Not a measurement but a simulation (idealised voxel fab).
Process module, titled voxel released beams
Displayed cross-section: cut, width of 280 nm, square cells sized 5 nm.
Cross-section spec: square-cell grid; bands listed top down; each band is one or more rows. Band entry format. Leading values: height of top, height of bottom, nm. Remainder: materials in left-to-right order, each with its width in nm. Special words: "everywhere" on a single material, which then fills the band edge to edge; "empty", empty space. Height 0 is the level under which the wafer as received is all one material. The lowest band goes on downwards, as in "z 0 and below". The two numbers in a width such as "30 to 40" mark its ends across the band: the first belongs to the top row of cells, the second to the bottom row, and from each row to the next the width moves by the same amount. Key: "nothing different" - step with no changed cell in the cross-section. Voids not open to the top, 8 cells minimum: see "Voids, enclosed". Written width x height at distance; distance is from the left edge; nm. It should be noted that, on the line of a given step, the content following the step's settings is a remark produced by the simulator itself with respect to that step. overlay nm: for a step with a mask, the amount by which the mask lay right of where it was planned; a negative amount means left of it.

STEPS PLANNED FOR THE PROCESS
step 1: RECEIVE, material Si
step 2: CONFORMAL_DEP, material Al2O3, thk nm 10
step 3: DIRECTIONAL_DEP, material SiO2, thk nm 15
step 4: MASKED_ETCH, tone open, mask id ANCHOR, width nm 25, etch materials SiO2, depth nm 15, overlay nm 0
step 5: CONFORMAL_DEP, material W, thk nm 10
step 6: DIRECTIONAL_DEP, material aC, thk nm 15
step 7: PATTERN, tone cover, mask id BEAM, material resist, width nm 105, thk nm 35, overlay nm 0
step 8: DIRECTIONAL_ETCH, etch materials aC, depth nm 15
step 9: STRIP, etch materials resist
step 10: DIRECTIONAL_ETCH, etch materials W, depth nm 10
step 11: STRIP, etch materials aC
step 12: STRIP, etch materials SiO2

CROSS-SECTIONAL VIEW OF THE WAFER IN ITS AS-RECEIVED CONDITION, CORRESPONDING TO THE STATE AFTER STEP 1
  z 0 and below  Si everywhere
  Voids, enclosed: none

POST-MODULE CROSS-SECTION: IDENTICAL START AND PLAN TO THOSE ABOVE, ONE MISSTEP IN EXECUTION
  z 35 to 25  85 nm empty  10 nm W  15 nm empty  80 nm W  90 nm empty
  z 25 to 20  85 nm empty  10 nm W  15 nm empty  10 nm W  160 nm empty
  z 20 to 10  85 nm empty  35 nm W  160 nm empty
  z 10 to 0  Al2O3 everywhere
  z 0 and below  Si everywhere
  Voids, enclosed: none
Short version of what went wrong: heads up, step 4 didn't go per plan, it actually ran as MASKED_ETCH, tone open, mask id ANCHOR, width nm 35, etch materials SiO2, depth nm 15, overlay nm 0
